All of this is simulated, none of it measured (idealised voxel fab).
Process module heading - voxel tone inversion
Displayed cross-section: cut, width of 275 nm, square cells sized 5 nm.
A cross-section is a grid of square cells, given in bands from the top down. A band is one or more rows of cells.
First you get the band's top height and its bottom height, in nm, and then the materials it's made of, left to right, with each width in nm. If you see a single material with "all across", that one covers the band edge to edge. "blank" is empty space.
The reference from which all heights are counted is 0, the level beneath which the as-received wafer is entirely one material; the lowest band, having no lower bound, proceeds downward and is written after the example "0..down".
Width spec "30 to 40" -> top row of cells at first value, bottom row at second value, equal per-row change in between.
The designation "nothing was modified", where it is given for a processing step, indicates that no cell of the cross-section was altered in the course of that step.
Voids not open to the top, 8 cells minimum: see "Closed void table". Written width x height at distance; distance is from the left edge; nm.
On a step's line, text after the settings is the simulator commenting on that step.
"overlay nm" denotes, for a step that has a mask, the displacement of the mask to the right of its planned place, with negative values corresponding to the left.

**Steps in the process plan**
1 RECEIVE, material Si
2 CONFORMAL_DEP, material SiCN, thk nm 5
3 DIRECTIONAL_DEP, material aC, thk nm 25
4 PATTERN, tone cover, mask id POSTS, material resist, width nm 15, pitch nm 35, thk nm 35, overlay nm 0
5 DIRECTIONAL_ETCH, etch materials aC, depth nm 25
6 STRIP, etch materials resist
7 FILL_DEP, material lowk, thk nm 10
8 CMP, height nm 30
9 STRIP, etch materials aC

**As received (post step 1): cross-section**
- 0..down = Si all across
- Closed void table: none

**One mistake in running the module, otherwise start and plan as above: cross-section at the end**
- 30..25 = SiCN all across
- 25..0 = aC all across
- 0..down = Si all across
- Closed void table: none
Against the plan, the run slipped here: contrary to the plan, steps 2 and 3 were processed in exchanged order
